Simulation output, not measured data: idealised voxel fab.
process module | voxel ribs on slabs
cross-section cut | 265 nm wide | cells 5 nm
A cross-section is a grid of square cells, given in bands from the top down. A band is one or more rows of cells.
Each band's line starts with the height of the band's top and of its bottom, in nm. Then come its materials from left to right, each with its width in nm. One material with "throughout" fills the band from edge to edge. "air" is empty space.
Height 0 is the level under which the wafer as received is all one material. The lowest band goes on downwards, as in "0 down".
A width such as "30 to 40" changes by the same amount from each row of cells to the next, from the band's top row to its bottom row.
"no change" after a step means that no cell of the cross-section changed.
closed voids: empty space of 8 cells or more with no open way to the top, each as width x height at its distance from the left edge, in nm
after a step's settings: what the simulator itself notes on the step
overlay nm, on a step with a mask: how far to the right of its planned place the mask lay; to the left if negative
plan
1 op RECEIVE | material Si
2 op DIRECTIONAL_DEP | material SiO2 | thk nm 30
3 op DIRECTIONAL_DEP | material SiN | thk nm 20
4 op PATTERN | tone cover | mask id RIB | material resist | width nm 25 | thk nm 15 | overlay nm 0
5 op DIRECTIONAL_ETCH | etch materials SiN | depth nm 5
6 op STRIP | etch materials resist
7 op PATTERN | tone cover | mask id SLAB | material resist | width nm 85 | thk nm 15 | overlay nm 0
8 op DIRECTIONAL_ETCH | etch materials SiN | depth nm 15
9 op STRIP | etch materials resist
10 op FILL_DEP | material SiO2 | thk nm 20
11 op CMP | height nm 60
12 op DIRECTIONAL_DEP | material W | thk nm 5
13 op DIRECTIONAL_DEP | material aC | thk nm 15
14 op PATTERN | tone cover | mask id HEATER | material resist | width nm 35 | thk nm 30 | overlay nm 0
15 op DIRECTIONAL_ETCH | etch materials aC | depth nm 15
16 op STRIP | etch materials resist
17 op DIRECTIONAL_ETCH | etch materials W | depth nm 5
18 op STRIP | etch materials aC
19 op CONFORMAL_DEP | material SiN | thk nm 10
first wafer, as planned
as received, after step 1
  0 down: Si throughout
  closed voids: none
after step 2
  30 to 0: SiO2 throughout
  below 0: unchanged
after step 3
  50 to 30: SiN throughout
  below 30: unchanged
after step 4
  65 to 50: air 120 | resist 25 | air 120
  below 50: unchanged
after step 5
  65 to 50: air 120 | resist 25 | air 120
  50 to 45: air 120 | SiN 25 | air 120
  below 45: unchanged
after step 6
  50 to 45: air 120 | SiN 25 | air 120
  below 45: unchanged
after step 7
  65 to 50: air 90 | resist 85 | air 90
  50 to 45: air 90 | resist 30 | SiN 25 | resist 30 | air 90
  below 45: unchanged
after step 8
  65 to 50: air 90 | resist 85 | air 90
  50 to 45: air 90 | resist 30 | SiN 25 | resist 30 | air 90
  45 to 30: air 90 | SiN 85 | air 90
  below 30: unchanged
after step 9
  50 to 45: air 120 | SiN 25 | air 120
  below 45: unchanged
after step 10
  70 to 50: SiO2 throughout
  50 to 45: SiO2 120 | SiN 25 | SiO2 120
  45 to 30: SiO2 90 | SiN 85 | SiO2 90
  below 30: unchanged
after step 11
  60 to 50: SiO2 throughout
  below 50: unchanged
after step 12
  65 to 60: W throughout
  below 60: unchanged
after step 13
  80 to 65: aC throughout
  below 65: unchanged
after step 14
  110 to 80: air 115 | resist 35 | air 115
  below 80: unchanged
after step 15
  95 to 80: air 115 | resist 35 | air 115
  80 to 65: air 115 | aC 35 | air 115
  below 65: unchanged
after step 16
  80 to 65: air 115 | aC 35 | air 115
  below 65: unchanged
after step 17
  80 to 65: air 115 | aC 35 | air 115
  65 to 60: air 115 | W 35 | air 115
  below 60: unchanged
after step 18
  65 to 60: air 115 | W 35 | air 115
  below 60: unchanged
after step 19
  75 to 70: air 105 | SiN 55 | air 105
  70 to 65: SiN throughout
  65 to 60: SiN 115 | W 35 | SiN 115
  below 60: unchanged
second wafer: like start, like plan, one mistake. Through step 1 it matches the first wafer
when step 2 should have ended
  20 to 0: SiN throughout
  below 0: unchanged
when step 3 should have ended
  50 to 20: SiO2 throughout
  below 20: unchanged
when step 4 should have ended
  65 to 50: air 120 | resist 25 | air 120
  below 50: unchanged
when step 5 should have ended: no change
when step 6 should have ended
  50 to 20: SiO2 throughout
  below 20: unchanged
when step 7 should have ended
  65 to 50: air 90 | resist 85 | air 90
  below 50: unchanged
when step 8 should have ended: no change
when step 9 should have ended
  50 to 20: SiO2 throughout
  below 20: unchanged
when step 10 should have ended
  70 to 20: SiO2 throughout
  below 20: unchanged
when step 11 should have ended
  60 to 20: SiO2 throughout
  below 20: unchanged
when step 12 should have ended
  65 to 60: W throughout
  below 60: unchanged
when step 13 should have ended
  80 to 65: aC throughout
  below 65: unchanged
when step 14 should have ended
  110 to 80: air 115 | resist 35 | air 115
  below 80: unchanged
when step 15 should have ended
  95 to 80: air 115 | resist 35 | air 115
  80 to 65: air 115 | aC 35 | air 115
  below 65: unchanged
when step 16 should have ended
  80 to 65: air 115 | aC 35 | air 115
  below 65: unchanged
when step 17 should have ended
  80 to 65: air 115 | aC 35 | air 115
  65 to 60: air 115 | W 35 | air 115
  below 60: unchanged
when step 18 should have ended
  65 to 60: air 115 | W 35 | air 115
  below 60: unchanged
when step 19 should have ended
  75 to 70: air 105 | SiN 55 | air 105
  70 to 65: SiN throughout
  65 to 60: SiN 115 | W 35 | SiN 115
  below 60: unchanged
what went wrong: steps 2 and 3 were swapped
at the end the second wafer has, in cells: 156 more of SiN | 156 fewer of SiO2
